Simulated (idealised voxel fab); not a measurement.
The document below concerns the process module designated voxel fin reveal.
Shown is cross-section cut, with a width of 195 nm and square cells of size 5 nm.
Notation: cross-section as square-cell grid; stated in bands, top first, going down; one or more cell rows per band.
This entry defines a band. It first specifies the height of the band's top and the height of its bottom in nm, and then specifies the band's materials from left to right, stating each material with its width in nm. The word "full width" identifies a single material that fills the band from edge to edge, while the word "air" identifies empty space.
Zero point of the height axis is 0; under it, received wafer = one material. Lowest band: continues down indefinitely, "from 0 down".
A width given as "30..40" starts at the first number in the band's top row and ends at the second number in its bottom row, shifting by an equal amount at every step from row to row.
The cross-section has no changed cell in any step marked "remained unchanged".
Voids not open to the top, 8 cells minimum: see "Closed void entries". Written width x height at distance; distance is from the left edge; nm.
Read whatever lies past the settings on a step's line as the simulator's own remark about the step.
A step line may carry the setting "overlay nm", which, for steps involving a mask, states the distance by which the mask lay to the right of its intended position; negative values denote displacement to the left.
# Intended process steps
1: RECEIVE,material Si
2: CONFORMAL_DEP,material SiN,thk nm 10
3: DIRECTIONAL_DEP,material aC,thk nm 10
4: PATTERN,tone cover,mask id FINS,material resist,width nm 15,pitch nm 40,thk nm 30,overlay nm 0
5: DIRECTIONAL_ETCH,etch materials aC,depth nm 10
6: STRIP,etch materials resist
7: DIRECTIONAL_ETCH,etch materials SiN,depth nm 10
8: DIRECTIONAL_ETCH,etch materials Si,depth nm 40
9: STRIP,etch materials aC
10: OXIDIZE,depth nm 5
11: FILL_DEP,material SiO2,thk nm 15
12: CMP,height nm 10
13: SELECTIVE_ETCH,etch materials SiO2,depth nm 40
14: STRIP,etch materials SiN
15: CONFORMAL_DEP,material SiO2,thk nm 5
All wafers enter the flow in the same state. The width nm at step 4 differs from wafer to wafer, and the plan gives the value for the first wafer.
# As-received state after step 1, first of several wafers, cross-section
> from 0 down: Si full width
> Closed void entries: none
# Post step 15, the closing step of the module: first of several wafers, cross-sectioned
> from 5 to 0: air=70  SiO2=15  air=25  SiO2=15  air=70
> from 0 to -25: air=70  SiO2=5  Si=5  SiO2=5  air=25  SiO2=5  Si=5  SiO2=5  air=70
> from -25 to -45: SiO2=75  Si=5  SiO2=35  Si=5  SiO2=75
> from -45 down: Si full width
> Closed void entries: none
# End of module, last wafer sectioned
> from 5 to 0: air=65  SiO2=25  air=15  SiO2=25  air=65
> from 0 to -25: air=65  SiO2=5  Si=15  SiO2=5  air=15  SiO2=5  Si=15  SiO2=5  air=65
> from -25 to -45: SiO2=70  Si=15  SiO2=25  Si=15  SiO2=70
> from -45 down: Si full width
> Closed void entries: none
# Table: wafers, a row each; end-of-module cell change per material since receipt, gain (+), loss (-); then closed voids
width nm 15 | -333 Si | +174 SiO2 | Closed void entries: none
width nm 20 | -315 Si | +168 SiO2 | Closed void entries: none
width nm 25 | -297 Si | +162 SiO2 | Closed void entries: none
